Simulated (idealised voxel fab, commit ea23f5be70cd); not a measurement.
A process module follows: voxel air gaps.
The cross-section shown here is cut; it is 210 nm wide and divided into square cells measuring 5 nm on a side.
We lay out every cross-section as a grid of square cells and spell it out in bands from the top down, where one band means one or more rows of cells. This entry defines a band. It first specifies the height of the band's top and the height of its bottom in nm, and then specifies the band's materials from left to right, stating each material with its width in nm. The word "all across" identifies a single material that fills the band from edge to edge, while the word "empty" identifies empty space. Beneath 0, the wafer as received is one material, and that level is where height counting begins. The lowest band goes on downward without a bottom; it is written like "top 0, no bottom". The width entry "30 to 40" should be interpreted row by row: the top row of cells in the band takes the first number, the bottom row takes the second number, and the change between adjacent rows is uniform throughout. When a step is marked "changes: none", none of the cells in the cross-section changed during that step. Closed empty spaces (no open way to the top) of 8 cells or more are what "Completely enclosed voids" lists, each as width x height at distance from the left edge, nm for all three. Whatever follows a step's settings on its line is a remark the simulator itself makes about that step. The "overlay nm" setting may appear on a step's line; for a step that uses a mask, it gives how far to the right of its planned position the mask lay, and a negative value indicates the left. Each pair below shows a cross-section before one step and the cross-section after it, down to the lowest band that changed. The line under each pair gives the step between them, with its settings. The pairs can come from different runs of this module on the same starting wafer, so a pair continues from the pair above only where its "Prior state" says so.
### Prior state
> top 0, no bottom | Si all across
> Completely enclosed voids: none
### Post-Step Section View
> top 10, bottom 0 | SiO2 all across
> below 0: unchanged
> Completely enclosed voids: none
Quick note on the step between the two cross-sections above: CONFORMAL_DEP | material SiO2 | thk nm 10
Prior state: the after view from the pair directly above serves as the before view here.
### Post-Step Section View
> top 15, bottom 10 | SiN all across
> below 10: unchanged
> Completely enclosed voids: none
Quick note on the step between the two cross-sections above: CONFORMAL_DEP | material SiN | thk nm 5
Prior state: the after view from the pair directly above serves as the before view here.
### Post-Step Section View
> top 45, bottom 15 | SiO2 all across
> below 15: unchanged
> Completely enclosed voids: none
Quick note on the step between the two cross-sections above: DIRECTIONAL_DEP | material SiO2 | thk nm 30
Prior state: the after view from the pair directly above serves as the before view here.
### Post-Step Section View
> top 65, bottom 45 | 25 resist | 20 empty | 25 resist | 20 empty | 25 resist | 20 empty | 25 resist | 20 empty | 30 resist
> below 45: unchanged
> Completely enclosed voids: none
Quick note on the step between the two cross-sections above: PATTERN | tone open | mask id LINES | material resist | width nm 20 | pitch nm 45 | thk nm 20 | overlay nm 0
Prior state: the after view from the pair directly above serves as the before view here.
### Post-Step Section View
> top 65, bottom 45 | 25 resist | 20 empty | 25 resist | 20 empty | 25 resist | 20 empty | 25 resist | 20 empty | 30 resist
> top 45, bottom 15 | 25 SiO2 | 20 empty | 25 SiO2 | 20 empty | 25 SiO2 | 20 empty | 25 SiO2 | 20 empty | 30 SiO2
> below 15: unchanged
> Completely enclosed voids: none
Quick note on the step between the two cross-sections above: DIRECTIONAL_ETCH | etch materials SiO2 | depth nm 30
Prior state: the after view from the pair directly above serves as the before view here.
### Post-Step Section View
> top 45, bottom 15 | 25 SiO2 | 20 empty | 25 SiO2 | 20 empty | 25 SiO2 | 20 empty | 25 SiO2 | 20 empty | 30 SiO2
> below 15: unchanged
> Completely enclosed voids: none
Quick note on the step between the two cross-sections above: STRIP | etch materials resist
Prior state: the after view from the pair directly above serves as the before view here.
### Post-Step Section View
> top 50, bottom 45 | 30 TiN | 10 empty | 35 TiN | 10 empty | 35 TiN | 10 empty | 35 TiN | 10 empty | 35 TiN
> top 45, bottom 20 | 25 SiO2 | 5 TiN | 10 empty | 5 TiN | 25 SiO2 | 5 TiN | 10 empty | 5 TiN | 25 SiO2 | 5 TiN | 10 empty | 5 TiN | 25 SiO2 | 5 TiN | 10 empty | 5 TiN | 30 SiO2
> top 20, bottom 15 | 25 SiO2 | 20 TiN | 25 SiO2 | 20 TiN | 25 SiO2 | 20 TiN | 25 SiO2 | 20 TiN | 30 SiO2
> below 15: unchanged
> Completely enclosed voids: none
Quick note on the step between the two cross-sections above: CONFORMAL_DEP | material TiN | thk nm 5
Prior state: the after view from the pair directly above serves as the before view here.
### Post-Step Section View
> top 60, bottom 50 | Cu all across
> top 50, bottom 45 | 30 TiN | 10 Cu | 35 TiN | 10 Cu | 35 TiN | 10 Cu | 35 TiN | 10 Cu | 35 TiN
> top 45, bottom 20 | 25 SiO2 | 5 TiN | 10 Cu | 5 TiN | 25 SiO2 | 5 TiN | 10 Cu | 5 TiN | 25 SiO2 | 5 TiN | 10 Cu | 5 TiN | 25 SiO2 | 5 TiN | 10 Cu | 5 TiN | 30 SiO2
> below 20: unchanged
> Completely enclosed voids: none
Quick note on the step between the two cross-sections above: FILL_DEP | material Cu | thk nm 10
Prior state: the after view from the pair directly above serves as the before view here.
### Post-Step Section View
> top 45, bottom 20 | 25 SiO2 | 5 TiN | 10 Cu | 5 TiN | 25 SiO2 | 5 TiN | 10 Cu | 5 TiN | 25 SiO2 | 5 TiN | 10 Cu | 5 TiN | 25 SiO2 | 5 TiN | 10 Cu | 5 TiN | 30 SiO2
> below 20: unchanged
> Completely enclosed voids: none
Quick note on the step between the two cross-sections above: CMP | height nm 45
Prior state: the after view from the pair directly above serves as the before view here.
### Post-Step Section View
> top 55, bottom 45 | 15 empty | 40 Ru | 5 empty | 40 Ru | 5 empty | 40 Ru | 5 empty | 40 Ru | 20 empty
> below 45: unchanged
> Completely enclosed voids: none
Quick note on the step between the two cross-sections above: EPI | material Ru | thk nm 10
Prior state: the after view from the pair directly above serves as the before view here.
### Post-Step Section View
> top 55, bottom 45 | 15 empty | 40 Ru | 5 empty | 40 Ru | 5 empty | 40 Ru | 5 empty | 40 Ru | 20 empty
> top 45, bottom 20 | 25 empty | 5 TiN | 10 Cu | 5 TiN | 25 empty | 5 TiN | 10 Cu | 5 TiN | 25 empty | 5 TiN | 10 Cu | 5 TiN | 25 empty | 5 TiN | 10 Cu | 5 TiN | 30 empty
> top 20, bottom 15 | 25 empty | 20 TiN | 25 empty | 20 TiN | 25 empty | 20 TiN | 25 empty | 20 TiN | 30 empty
> below 15: unchanged
> Completely enclosed voids: none
Quick note on the step between the two cross-sections above: SELECTIVE_ETCH | etch materials SiO2 | depth nm 40
Prior state: the after view from the pair directly above serves as the before view here.
### Post-Step Section View
> top 60, bottom 55 | 10 empty | 185 SiCN | 15 empty
> top 55, bottom 45 | 10 empty | 5 SiCN | 40 Ru | 5 SiCN | 40 Ru | 5 SiCN | 40 Ru | 5 SiCN | 40 Ru | 5 SiCN | 15 empty
> top 45, bottom 40 | 10 empty | 15 SiCN | 5 TiN | 10 Cu | 5 TiN | 25 SiCN | 5 TiN | 10 Cu | 5 TiN | 25 SiCN | 5 TiN | 10 Cu | 5 TiN | 25 SiCN | 5 TiN | 10 Cu | 5 TiN | 15 SiCN | 15 empty
> top 40, bottom 20 | 20 empty | 5 SiCN | 5 TiN | 10 Cu | 5 TiN | 5 SiCN | 15 empty | 5 SiCN | 5 TiN | 10 Cu | 5 TiN | 5 SiCN | 15 empty | 5 SiCN | 5 TiN | 10 Cu | 5 TiN | 5 SiCN | 15 empty | 5 SiCN | 5 TiN | 10 Cu | 5 TiN | 5 SiCN | 25 empty
> top 20, bottom 15 | 25 SiCN | 20 TiN | 25 SiCN | 20 TiN | 25 SiCN | 20 TiN | 25 SiCN | 20 TiN | 30 SiCN
> below 15: unchanged
> Completely enclosed voids: 15 x 20 at 50; 15 x 20 at 95; 15 x 20 at 140
Quick note on the step between the two cross-sections above: CONFORMAL_DEP | material SiCN | thk nm 5
### Prior state
> top 55, bottom 45 | 15 empty | 40 Ru | 5 empty | 40 Ru | 5 empty | 40 Ru | 5 empty | 40 Ru | 20 empty
> top 45, bottom 20 | 25 SiO2 | 5 TiN | 10 Cu | 5 TiN | 25 SiO2 | 5 TiN | 10 Cu | 5 TiN | 25 SiO2 | 5 TiN | 10 Cu | 5 TiN | 25 SiO2 | 5 TiN | 10 Cu | 5 TiN | 30 SiO2
> top 20, bottom 15 | 25 SiO2 | 20 TiN | 25 SiO2 | 20 TiN | 25 SiO2 | 20 TiN | 25 SiO2 | 20 TiN | 30 SiO2
> top 15, bottom 10 | SiN all across
> top 10, bottom 0 | SiO2 all across
> top 0, no bottom | Si all across
> Completely enclosed voids: none
### Post-Step Section View
> top 65, bottom 45 | 5 empty | 195 Ru | 10 empty
> below 45: unchanged
> Completely enclosed voids: none
Quick note on the step between the two cross-sections above: EPI | material Ru | thk nm 10
Prior state: the after view from the pair directly above serves as the before view here.
### Post-Step Section View
> top 65, bottom 45 | 5 empty | 195 Ru | 10 empty
> top 45, bottom 20 | 25 empty | 5 TiN | 10 Cu | 5 TiN | 25 SiO2 | 5 TiN | 10 Cu | 5 TiN | 25 SiO2 | 5 TiN | 10 Cu | 5 TiN | 25 SiO2 | 5 TiN | 10 Cu | 5 TiN | 30 empty
> top 20, bottom 15 | 25 empty | 20 TiN | 25 SiO2 | 20 TiN | 25 SiO2 | 20 TiN | 25 SiO2 | 20 TiN | 30 empty
> below 15: unchanged
> Completely enclosed voids: none
Quick note on the step between the two cross-sections above: SELECTIVE_ETCH | etch materials SiO2 | depth nm 40
Prior state: the after view from the pair directly above serves as the before view here.
### Post-Step Section View
> top 70, bottom 65 | 205 SiCN | 5 empty
> top 65, bottom 45 | 5 SiCN | 195 Ru | 5 SiCN | 5 empty
> top 45, bottom 40 | 25 SiCN | 5 TiN | 10 Cu | 5 TiN | 25 SiO2 | 5 TiN | 10 Cu | 5 TiN | 25 SiO2 | 5 TiN | 10 Cu | 5 TiN | 25 SiO2 | 5 TiN | 10 Cu | 5 TiN | 25 SiCN | 5 empty
> top 40, bottom 20 | 20 empty | 5 SiCN | 5 TiN | 10 Cu | 5 TiN | 25 SiO2 | 5 TiN | 10 Cu | 5 TiN | 25 SiO2 | 5 TiN | 10 Cu | 5 TiN | 25 SiO2 | 5 TiN | 10 Cu | 5 TiN | 5 SiCN | 25 empty
> top 20, bottom 15 | 25 SiCN | 20 TiN | 25 SiO2 | 20 TiN | 25 SiO2 | 20 TiN | 25 SiO2 | 20 TiN | 30 SiCN
> below 15: unchanged
> Completely enclosed voids: 20 x 20 at 0
Quick note on the step between the two cross-sections above: CONFORMAL_DEP | material SiCN | thk nm 5
### Prior state
> top 10, bottom 0 | SiO2 all across
> top 0, no bottom | Si all across
> Completely enclosed voids: none
### Post-Step Section View
> top 40, bottom 0 | SiO2 all across
> below 0: unchanged
> Completely enclosed voids: none
Quick note on the step between the two cross-sections above: DIRECTIONAL_DEP | material SiO2 | thk nm 30
Prior state: the after view from the pair directly above serves as the before view here.
### Post-Step Section View
> top 45, bottom 40 | SiN all across
> below 40: unchanged
> Completely enclosed voids: none
Quick note on the step between the two cross-sections above: CONFORMAL_DEP | material SiN | thk nm 5
Prior state: the after view from the pair directly above serves as the before view here.
### Post-Step Section View
> top 65, bottom 45 | 25 resist | 20 empty | 25 resist | 20 empty | 25 resist | 20 empty | 25 resist | 20 empty | 30 resist
> below 45: unchanged
> Completely enclosed voids: none
Quick note on the step between the two cross-sections above: PATTERN | tone open | mask id LINES | material resist | width nm 20 | pitch nm 45 | thk nm 20 | overlay nm 0
Prior state: the after view from the pair directly above serves as the before view here.
### Post-Step Section View
> top 45, bottom 40 | SiN all across
> below 40: unchanged
> Completely enclosed voids: none
Quick note on the step between the two cross-sections above: STRIP | etch materials resist
Prior state: the after view from the pair directly above serves as the before view here.
### Post-Step Section View
> top 50, bottom 45 | TiN all across
> below 45: unchanged
> Completely enclosed voids: none
Quick note on the step between the two cross-sections above: CONFORMAL_DEP | material TiN | thk nm 5
Prior state: the after view from the pair directly above serves as the before view here.
### Post-Step Section View
> top 60, bottom 50 | Cu all across
> below 50: unchanged
> Completely enclosed voids: none
Quick note on the step between the two cross-sections above: FILL_DEP | material Cu | thk nm 10
Prior state: the after view from the pair directly above serves as the before view here.
### Post-Step Section View
> top 45, bottom 40 | SiN all across
> below 40: unchanged
> Completely enclosed voids: none
Quick note on the step between the two cross-sections above: CMP | height nm 45
Prior state: the after view from the pair directly above serves as the before view here.
### Post-Step Section View
> top 50, bottom 45 | SiCN all across
> below 45: unchanged
> Completely enclosed voids: none
Quick note on the step between the two cross-sections above: CONFORMAL_DEP | material SiCN | thk nm 5
### Prior state
> top 45, bottom 20 | 25 SiO2 | 5 TiN | 10 Cu | 5 TiN | 25 SiO2 | 5 TiN | 10 Cu | 5 TiN | 25 SiO2 | 5 TiN | 10 Cu | 5 TiN | 25 SiO2 | 5 TiN | 10 Cu | 5 TiN | 30 SiO2
> top 20, bottom 15 | 25 SiO2 | 20 TiN | 25 SiO2 | 20 TiN | 25 SiO2 | 20 TiN | 25 SiO2 | 20 TiN | 30 SiO2
> top 15, bottom 10 | SiN all across
> top 10, bottom 0 | SiO2 all across
> top 0, no bottom | Si all across
> Completely enclosed voids: none
### Post-Step Section View
> top 50, bottom 45 | 20 empty | 30 Ru | 15 empty | 30 Ru | 15 empty | 30 Ru | 15 empty | 30 Ru | 25 empty
> below 45: unchanged
> Completely enclosed voids: none
Quick note on the step between the two cross-sections above: EPI | material Ru | thk nm 5
Prior state: the after view from the pair directly above serves as the before view here.
### Post-Step Section View
> top 50, bottom 45 | 20 empty | 30 Ru | 15 empty | 30 Ru | 15 empty | 30 Ru | 15 empty | 30 Ru | 25 empty
> top 45, bottom 20 | 25 empty | 5 TiN | 10 Cu | 5 TiN | 25 empty | 5 TiN | 10 Cu | 5 TiN | 25 empty | 5 TiN | 10 Cu | 5 TiN | 25 empty | 5 TiN | 10 Cu | 5 TiN | 30 empty
> top 20, bottom 15 | 25 empty | 20 TiN | 25 empty | 20 TiN | 25 empty | 20 TiN | 25 empty | 20 TiN | 30 empty
> below 15: unchanged
> Completely enclosed voids: none
Quick note on the step between the two cross-sections above: SELECTIVE_ETCH | etch materials SiO2 | depth nm 40
Prior state: the after view from the pair directly above serves as the before view here.
### Post-Step Section View
> top 55, bottom 50 | 15 empty | 40 SiCN | 5 empty | 40 SiCN | 5 empty | 40 SiCN | 5 empty | 40 SiCN | 20 empty
> top 50, bottom 45 | 15 empty | 5 SiCN | 30 Ru | 5 SiCN | 5 empty | 5 SiCN | 30 Ru | 5 SiCN | 5 empty | 5 SiCN | 30 Ru | 5 SiCN | 5 empty | 5 SiCN | 30 Ru | 5 SiCN | 20 empty
> top 45, bottom 40 | 15 empty | 10 SiCN | 5 TiN | 10 Cu | 5 TiN | 10 SiCN | 5 empty | 10 SiCN | 5 TiN | 10 Cu | 5 TiN | 10 SiCN | 5 empty | 10 SiCN | 5 TiN | 10 Cu | 5 TiN | 10 SiCN | 5 empty | 10 SiCN | 5 TiN | 10 Cu | 5 TiN | 10 SiCN | 20 empty
> top 40, bottom 20 | 20 empty | 5 SiCN | 5 TiN | 10 Cu | 5 TiN | 5 SiCN | 15 empty | 5 SiCN | 5 TiN | 10 Cu | 5 TiN | 5 SiCN | 15 empty | 5 SiCN | 5 TiN | 10 Cu | 5 TiN | 5 SiCN | 15 empty | 5 SiCN | 5 TiN | 10 Cu | 5 TiN | 5 SiCN | 25 empty
> top 20, bottom 15 | 25 SiCN | 20 TiN | 25 SiCN | 20 TiN | 25 SiCN | 20 TiN | 25 SiCN | 20 TiN | 30 SiCN
> below 15: unchanged
> Completely enclosed voids: none
Quick note on the step between the two cross-sections above: CONFORMAL_DEP | material SiCN | thk nm 5
### Prior state
> top 45, bottom 15 | SiO2 all across
> top 15, bottom 10 | SiN all across
> top 10, bottom 0 | SiO2 all across
> top 0, no bottom | Si all across
> Completely enclosed voids: none
### Post-Step Section View
> top 65, bottom 45 | 30 resist | 15 empty | 30 resist | 15 empty | 30 resist | 15 empty | 30 resist | 15 empty | 30 resist
> below 45: unchanged
> Completely enclosed voids: none
Quick note on the step between the two cross-sections above: PATTERN | tone open | mask id LINES | material resist | width nm 15 | pitch nm 45 | thk nm 20 | overlay nm 0
Prior state: the after view from the pair directly above serves as the before view here.
### Post-Step Section View
> top 65, bottom 45 | 30 resist | 15 empty | 30 resist | 15 empty | 30 resist | 15 empty | 30 resist | 15 empty | 30 resist
> top 45, bottom 15 | 30 SiO2 | 15 empty | 30 SiO2 | 15 empty | 30 SiO2 | 15 empty | 30 SiO2 | 15 empty | 30 SiO2
> below 15: unchanged
> Completely enclosed voids: none
Quick note on the step between the two cross-sections above: DIRECTIONAL_ETCH | etch materials SiO2 | depth nm 30
Prior state: the after view from the pair directly above serves as the before view here.
### Post-Step Section View
> top 45, bottom 15 | 30 SiO2 | 15 empty | 30 SiO2 | 15 empty | 30 SiO2 | 15 empty | 30 SiO2 | 15 empty | 30 SiO2
> below 15: unchanged
> Completely enclosed voids: none
Quick note on the step between the two cross-sections above: STRIP | etch materials resist
Prior state: the after view from the pair directly above serves as the before view here.
### Post-Step Section View
> top 50, bottom 45 | 35 TiN | 5 empty | 40 TiN | 5 empty | 40 TiN | 5 empty | 40 TiN | 5 empty | 35 TiN
> top 45, bottom 20 | 30 SiO2 | 5 TiN | 5 empty | 5 TiN | 30 SiO2 | 5 TiN | 5 empty | 5 TiN | 30 SiO2 | 5 TiN | 5 empty | 5 TiN | 30 SiO2 | 5 TiN | 5 empty | 5 TiN | 30 SiO2
> top 20, bottom 15 | 30 SiO2 | 15 TiN | 30 SiO2 | 15 TiN | 30 SiO2 | 15 TiN | 30 SiO2 | 15 TiN | 30 SiO2
> below 15: unchanged
> Completely enclosed voids: none
Quick note on the step between the two cross-sections above: CONFORMAL_DEP | material TiN | thk nm 5
Prior state: the after view from the pair directly above serves as the before view here.
### Post-Step Section View
> top 60, bottom 50 | Cu all across
> top 50, bottom 45 | 35 TiN | 5 Cu | 40 TiN | 5 Cu | 40 TiN | 5 Cu | 40 TiN | 5 Cu | 35 TiN
> top 45, bottom 20 | 30 SiO2 | 5 TiN | 5 Cu | 5 TiN | 30 SiO2 | 5 TiN | 5 Cu | 5 TiN | 30 SiO2 | 5 TiN | 5 Cu | 5 TiN | 30 SiO2 | 5 TiN | 5 Cu | 5 TiN | 30 SiO2
> below 20: unchanged
> Completely enclosed voids: none
Quick note on the step between the two cross-sections above: FILL_DEP | material Cu | thk nm 10
Prior state: the after view from the pair directly above serves as the before view here.
### Post-Step Section View
> top 45, bottom 20 | 30 SiO2 | 5 TiN | 5 Cu | 5 TiN | 30 SiO2 | 5 TiN | 5 Cu | 5 TiN | 30 SiO2 | 5 TiN | 5 Cu | 5 TiN | 30 SiO2 | 5 TiN | 5 Cu | 5 TiN | 30 SiO2
> below 20: unchanged
> Completely enclosed voids: none
Quick note on the step between the two cross-sections above: CMP | height nm 45
Prior state: the after view from the pair directly above serves as the before view here.
### Post-Step Section View
> top 55, bottom 45 | 20 empty | 35 Ru | 10 empty | 35 Ru | 10 empty | 35 Ru | 10 empty | 35 Ru | 20 empty
> below 45: unchanged
> Completely enclosed voids: none
Quick note on the step between the two cross-sections above: EPI | material Ru | thk nm 10
Prior state: the after view from the pair directly above serves as the before view here.
### Post-Step Section View
> top 55, bottom 45 | 20 empty | 35 Ru | 10 empty | 35 Ru | 10 empty | 35 Ru | 10 empty | 35 Ru | 20 empty
> top 45, bottom 20 | 30 empty | 5 TiN | 5 Cu | 5 TiN | 30 empty | 5 TiN | 5 Cu | 5 TiN | 30 empty | 5 TiN | 5 Cu | 5 TiN | 30 empty | 5 TiN | 5 Cu | 5 TiN | 30 empty
> top 20, bottom 15 | 30 empty | 15 TiN | 30 empty | 15 TiN | 30 empty | 15 TiN | 30 empty | 15 TiN | 30 empty
> below 15: unchanged
> Completely enclosed voids: none
Quick note on the step between the two cross-sections above: SELECTIVE_ETCH | etch materials SiO2 | depth nm 40
Prior state: the after view from the pair directly above serves as the before view here.
### Post-Step Section View
> top 60, bottom 55 | 15 empty | 180 SiCN | 15 empty
> top 55, bottom 45 | 15 empty | 5 SiCN | 35 Ru | 10 SiCN | 35 Ru | 10 SiCN | 35 Ru | 10 SiCN | 35 Ru | 5 SiCN | 15 empty
> top 45, bottom 40 | 15 empty | 15 SiCN | 5 TiN | 5 Cu | 5 TiN | 30 SiCN | 5 TiN | 5 Cu | 5 TiN | 30 SiCN | 5 TiN | 5 Cu | 5 TiN | 30 SiCN | 5 TiN | 5 Cu | 5 TiN | 15 SiCN | 15 empty
> top 40, bottom 20 | 25 empty | 5 SiCN | 5 TiN | 5 Cu | 5 TiN | 5 SiCN | 20 empty | 5 SiCN | 5 TiN | 5 Cu | 5 TiN | 5 SiCN | 20 empty | 5 SiCN | 5 TiN | 5 Cu | 5 TiN | 5 SiCN | 20 empty | 5 SiCN | 5 TiN | 5 Cu | 5 TiN | 5 SiCN | 25 empty
> top 20, bottom 15 | 30 SiCN | 15 TiN | 30 SiCN | 15 TiN | 30 SiCN | 15 TiN | 30 SiCN | 15 TiN | 30 SiCN
> below 15: unchanged
> Completely enclosed voids: 20 x 20 at 50; 20 x 20 at 95; 20 x 20 at 140
Quick note on the step between the two cross-sections above: CONFORMAL_DEP | material SiCN | thk nm 5
### Prior state
> top 45, bottom 15 | SiO2 all across
> top 15, bottom 10 | SiN all across
> top 10, bottom 0 | SiO2 all across
> top 0, no bottom | Si all across
> Completely enclosed voids: none
### Post-Step Section View
> top 65, bottom 45 | 30 resist | 20 empty | 25 resist | 20 empty | 25 resist | 20 empty | 25 resist | 20 empty | 25 resist
> below 45: unchanged
> Completely enclosed voids: none
Quick note on the step between the two cross-sections above: PATTERN | tone open | mask id LINES | material resist | width nm 20 | pitch nm 45 | thk nm 20 | overlay nm 5
Prior state: the after view from the pair directly above serves as the before view here.
### Post-Step Section View
> top 65, bottom 45 | 30 resist | 20 empty | 25 resist | 20 empty | 25 resist | 20 empty | 25 resist | 20 empty | 25 resist
> top 45, bottom 15 | 30 SiO2 | 20 empty | 25 SiO2 | 20 empty | 25 SiO2 | 20 empty | 25 SiO2 | 20 empty | 25 SiO2
> below 15: unchanged
> Completely enclosed voids: none
Quick note on the step between the two cross-sections above: DIRECTIONAL_ETCH | etch materials SiO2 | depth nm 30
Prior state: the after view from the pair directly above serves as the before view here.
### Post-Step Section View
> top 45, bottom 15 | 30 SiO2 | 20 empty | 25 SiO2 | 20 empty | 25 SiO2 | 20 empty | 25 SiO2 | 20 empty | 25 SiO2
> below 15: unchanged
> Completely enclosed voids: none
Quick note on the step between the two cross-sections above: STRIP | etch materials resist
Prior state: the after view from the pair directly above serves as the before view here.
### Post-Step Section View
> top 50, bottom 45 | 35 TiN | 10 empty | 35 TiN | 10 empty | 35 TiN | 10 empty | 35 TiN | 10 empty | 30 TiN
> top 45, bottom 20 | 30 SiO2 | 5 TiN | 10 empty | 5 TiN | 25 SiO2 | 5 TiN | 10 empty | 5 TiN | 25 SiO2 | 5 TiN | 10 empty | 5 TiN | 25 SiO2 | 5 TiN | 10 empty | 5 TiN | 25 SiO2
> top 20, bottom 15 | 30 SiO2 | 20 TiN | 25 SiO2 | 20 TiN | 25 SiO2 | 20 TiN | 25 SiO2 | 20 TiN | 25 SiO2
> below 15: unchanged
> Completely enclosed voids: none
Quick note on the step between the two cross-sections above: CONFORMAL_DEP | material TiN | thk nm 5
Prior state: the after view from the pair directly above serves as the before view here.
### Post-Step Section View
> top 60, bottom 50 | Cu all across
> top 50, bottom 45 | 35 TiN | 10 Cu | 35 TiN | 10 Cu | 35 TiN | 10 Cu | 35 TiN | 10 Cu | 30 TiN
> top 45, bottom 20 | 30 SiO2 | 5 TiN | 10 Cu | 5 TiN | 25 SiO2 | 5 TiN | 10 Cu | 5 TiN | 25 SiO2 | 5 TiN | 10 Cu | 5 TiN | 25 SiO2 | 5 TiN | 10 Cu | 5 TiN | 25 SiO2
> below 20: unchanged
> Completely enclosed voids: none
Quick note on the step between the two cross-sections above: FILL_DEP | material Cu | thk nm 10
Prior state: the after view from the pair directly above serves as the before view here.
### Post-Step Section View
> top 45, bottom 20 | 30 SiO2 | 5 TiN | 10 Cu | 5 TiN | 25 SiO2 | 5 TiN | 10 Cu | 5 TiN | 25 SiO2 | 5 TiN | 10 Cu | 5 TiN | 25 SiO2 | 5 TiN | 10 Cu | 5 TiN | 25 SiO2
> below 20: unchanged
> Completely enclosed voids: none
Quick note on the step between the two cross-sections above: CMP | height nm 45
Prior state: the after view from the pair directly above serves as the before view here.
### Post-Step Section View
> top 55, bottom 45 | 20 empty | 40 Ru | 5 empty | 40 Ru | 5 empty | 40 Ru | 5 empty | 40 Ru | 15 empty
> below 45: unchanged
> Completely enclosed voids: none
Quick note on the step between the two cross-sections above: EPI | material Ru | thk nm 10
Prior state: the after view from the pair directly above serves as the before view here.
### Post-Step Section View
> top 55, bottom 45 | 20 empty | 40 Ru | 5 empty | 40 Ru | 5 empty | 40 Ru | 5 empty | 40 Ru | 15 empty
> top 45, bottom 20 | 30 empty | 5 TiN | 10 Cu | 5 TiN | 25 empty | 5 TiN | 10 Cu | 5 TiN | 25 empty | 5 TiN | 10 Cu | 5 TiN | 25 empty | 5 TiN | 10 Cu | 5 TiN | 25 empty
> top 20, bottom 15 | 30 empty | 20 TiN | 25 empty | 20 TiN | 25 empty | 20 TiN | 25 empty | 20 TiN | 25 empty
> below 15: unchanged
> Completely enclosed voids: none
Quick note on the step between the two cross-sections above: SELECTIVE_ETCH | etch materials SiO2 | depth nm 40
Prior state: the after view from the pair directly above serves as the before view here.
### Post-Step Section View
> top 60, bottom 55 | 15 empty | 185 SiCN | 10 empty
> top 55, bottom 45 | 15 empty | 5 SiCN | 40 Ru | 5 SiCN | 40 Ru | 5 SiCN | 40 Ru | 5 SiCN | 40 Ru | 5 SiCN | 10 empty
> top 45, bottom 40 | 15 empty | 15 SiCN | 5 TiN | 10 Cu | 5 TiN | 25 SiCN | 5 TiN | 10 Cu | 5 TiN | 25 SiCN | 5 TiN | 10 Cu | 5 TiN | 25 SiCN | 5 TiN | 10 Cu | 5 TiN | 15 SiCN | 10 empty
> top 40, bottom 20 | 25 empty | 5 SiCN | 5 TiN | 10 Cu | 5 TiN | 5 SiCN | 15 empty | 5 SiCN | 5 TiN | 10 Cu | 5 TiN | 5 SiCN | 15 empty | 5 SiCN | 5 TiN | 10 Cu | 5 TiN | 5 SiCN | 15 empty | 5 SiCN | 5 TiN | 10 Cu | 5 TiN | 5 SiCN | 20 empty
> top 20, bottom 15 | 30 SiCN | 20 TiN | 25 SiCN | 20 TiN | 25 SiCN | 20 TiN | 25 SiCN | 20 TiN | 25 SiCN
> below 15: unchanged
> Completely enclosed voids: 15 x 20 at 55; 15 x 20 at 100; 15 x 20 at 145
Quick note on the step between the two cross-sections above: CONFORMAL_DEP | material SiCN | thk nm 5
### Prior state
> top 15, bottom 10 | SiN all across
> top 10, bottom 0 | SiO2 all across
> top 0, no bottom | Si all across
> Completely enclosed voids: none
### Post-Step Section View
> top 45, bottom 15 | Cu all across
> below 15: unchanged
> Completely enclosed voids: none
Quick note on the step between the two cross-sections above: DIRECTIONAL_DEP | material Cu | thk nm 30
Prior state: the after view from the pair directly above serves as the before view here.
### Post-Step Section View
> top 65, bottom 45 | 25 resist | 20 empty | 25 resist | 20 empty | 25 resist | 20 empty | 25 resist | 20 empty | 30 resist
> below 45: unchanged
> Completely enclosed voids: none
Quick note on the step between the two cross-sections above: PATTERN | tone open | mask id LINES | material resist | width nm 20 | pitch nm 45 | thk nm 20 | overlay nm 0
Prior state: the after view from the pair directly above serves as the before view here.
### Post-Step Section View
> top 45, bottom 15 | Cu all across
> below 15: unchanged
> Completely enclosed voids: none
Quick note on the step between the two cross-sections above: STRIP | etch materials resist
Prior state: the after view from the pair directly above serves as the before view here.
### Post-Step Section View
> top 50, bottom 45 | TiN all across
> below 45: unchanged
> Completely enclosed voids: none
Quick note on the step between the two cross-sections above: CONFORMAL_DEP | material TiN | thk nm 5
Prior state: the after view from the pair directly above serves as the before view here.
### Post-Step Section View
> top 60, bottom 50 | Cu all across
> below 50: unchanged
> Completely enclosed voids: none
Quick note on the step between the two cross-sections above: FILL_DEP | material Cu | thk nm 10
Prior state: the after view from the pair directly above serves as the before view here.
### Post-Step Section View
> top 45, bottom 15 | Cu all across
> below 15: unchanged
> Completely enclosed voids: none
Quick note on the step between the two cross-sections above: CMP | height nm 45
Prior state: the after view from the pair directly above serves as the before view here.
### Post-Step Section View
> top 55, bottom 45 | Ru all across
> below 45: unchanged
> Completely enclosed voids: none
Quick note on the step between the two cross-sections above: EPI | material Ru | thk nm 10
Prior state: the after view from the pair directly above serves as the before view here.
### Post-Step Section View
> top 60, bottom 55 | SiCN all across
> below 55: unchanged
> Completely enclosed voids: none
Quick note on the step between the two cross-sections above: CONFORMAL_DEP | material SiCN | thk nm 5
### Prior state
> top 45, bottom 15 | SiO2 all across
> top 15, bottom 10 | SiN all across
> top 10, bottom 0 | SiO2 all across
> top 0, no bottom | Si all across
> Completely enclosed voids: none
### Post-Step Section View
> top 65, bottom 45 | 25 empty | 20 resist | 25 empty | 20 resist | 25 empty | 20 resist | 25 empty | 20 resist | 30 empty
> below 45: unchanged
> Completely enclosed voids: none
Quick note on the step between the two cross-sections above: PATTERN | tone cover | mask id LINES | material resist | width nm 20 | pitch nm 45 | thk nm 20 | overlay nm 0
Prior state: the after view from the pair directly above serves as the before view here.
### Post-Step Section View
> top 65, bottom 45 | 25 empty | 20 resist | 25 empty | 20 resist | 25 empty | 20 resist | 25 empty | 20 resist | 30 empty
> top 45, bottom 15 | 25 empty | 20 SiO2 | 25 empty | 20 SiO2 | 25 empty | 20 SiO2 | 25 empty | 20 SiO2 | 30 empty
> below 15: unchanged
> Completely enclosed voids: none
Quick note on the step between the two cross-sections above: DIRECTIONAL_ETCH | etch materials SiO2 | depth nm 30
Prior state: the after view from the pair directly above serves as the before view here.
### Post-Step Section View
> top 45, bottom 15 | 25 empty | 20 SiO2 | 25 empty | 20 SiO2 | 25 empty | 20 SiO2 | 25 empty | 20 SiO2 | 30 empty
> below 15: unchanged
> Completely enclosed voids: none
Quick note on the step between the two cross-sections above: STRIP | etch materials resist
